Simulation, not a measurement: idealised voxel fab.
process module | voxel ribs on slabs
cross-section cut | 190 nm wide | cells 5 nm
A cross-section is a grid of square cells, given in bands from the top down. A band is one or more rows of cells.
Each band's line starts with the height of the band's top and of its bottom, in nm. Then come its materials from left to right, each with its width in nm. One material with "throughout" fills the band from edge to edge. "air" is empty space.
Height 0 is the level under which the wafer as received is all one material. The lowest band goes on downwards, as in "0 down".
A width such as "30 to 40" changes by the same amount from each row of cells to the next, from the band's top row to its bottom row.
"no change" after a step means that no cell of the cross-section changed.
closed voids: empty space of 8 cells or more with no open way to the top, each as width x height at its distance from the left edge, in nm
after a step's settings: what the simulator itself notes on the step
overlay nm, on a step with a mask: how far to the right of its planned place the mask lay; to the left if negative
plan
1 op RECEIVE | material Si
2 op DIRECTIONAL_DEP | material SiO2 | thk nm 30
3 op DIRECTIONAL_DEP | material SiN | thk nm 25
4 op MASKED_ETCH | tone cover | mask id RIB | width nm 20 | etch materials SiN | depth nm 15 | overlay nm 0
5 op MASKED_ETCH | tone cover | mask id SLAB | width nm 50 | etch materials SiN | depth nm 10 | overlay nm 0
6 op FILL_DEP | material SiO2 | thk nm 15
7 op CMP | height nm 65
8 op DIRECTIONAL_DEP | material TiN | thk nm 10
9 op PATTERN | tone cover | mask id HEATER | material resist | width nm 30 | thk nm 20 | overlay nm 0
10 op DIRECTIONAL_ETCH | etch materials TiN | depth nm 10
11 op STRIP | etch materials resist
12 op CONFORMAL_DEP | material SiN | thk nm 10
first wafer, as planned
as received, after step 1
  0 down: Si throughout
  closed voids: none
after step 2
  30 to 0: SiO2 throughout
  below 0: unchanged
after step 3
  55 to 30: SiN throughout
  below 30: unchanged
after step 4
  55 to 40: air 85 | SiN 20 | air 85
  below 40: unchanged
after step 5
  55 to 40: air 85 | SiN 20 | air 85
  40 to 30: air 70 | SiN 50 | air 70
  below 30: unchanged
after step 6
  70 to 55: SiO2 throughout
  55 to 40: SiO2 85 | SiN 20 | SiO2 85
  40 to 30: SiO2 70 | SiN 50 | SiO2 70
  below 30: unchanged
after step 7
  65 to 55: SiO2 throughout
  below 55: unchanged
after step 8
  75 to 65: TiN throughout
  below 65: unchanged
after step 9
  95 to 75: air 80 | resist 30 | air 80
  below 75: unchanged
after step 10
  95 to 75: air 80 | resist 30 | air 80
  75 to 65: air 80 | TiN 30 | air 80
  below 65: unchanged
after step 11
  75 to 65: air 80 | TiN 30 | air 80
  below 65: unchanged
after step 12
  85 to 75: air 70 | SiN 50 | air 70
  75 to 65: SiN 80 | TiN 30 | SiN 80
  below 65: unchanged
second wafer: like start, like plan, one mistake. Through step 1 it matches the first wafer
when step 2 should have ended
  25 to 0: SiN throughout
  below 0: unchanged
when step 3 should have ended
  55 to 25: SiO2 throughout
  below 25: unchanged
when step 4 should have ended: no change
when step 5 should have ended: no change
when step 6 should have ended
  70 to 25: SiO2 throughout
  below 25: unchanged
when step 7 should have ended
  65 to 25: SiO2 throughout
  below 25: unchanged
when step 8 should have ended
  75 to 65: TiN throughout
  below 65: unchanged
when step 9 should have ended
  95 to 75: air 80 | resist 30 | air 80
  below 75: unchanged
when step 10 should have ended
  95 to 75: air 80 | resist 30 | air 80
  75 to 65: air 80 | TiN 30 | air 80
  below 65: unchanged
when step 11 should have ended
  75 to 65: air 80 | TiN 30 | air 80
  below 65: unchanged
when step 12 should have ended
  85 to 75: air 70 | SiN 50 | air 70
  75 to 65: SiN 80 | TiN 30 | SiN 80
  below 65: unchanged
what went wrong: steps 2 and 3 were swapped
at the end the second wafer has, in cells: 158 more of SiN | 158 fewer of SiO2
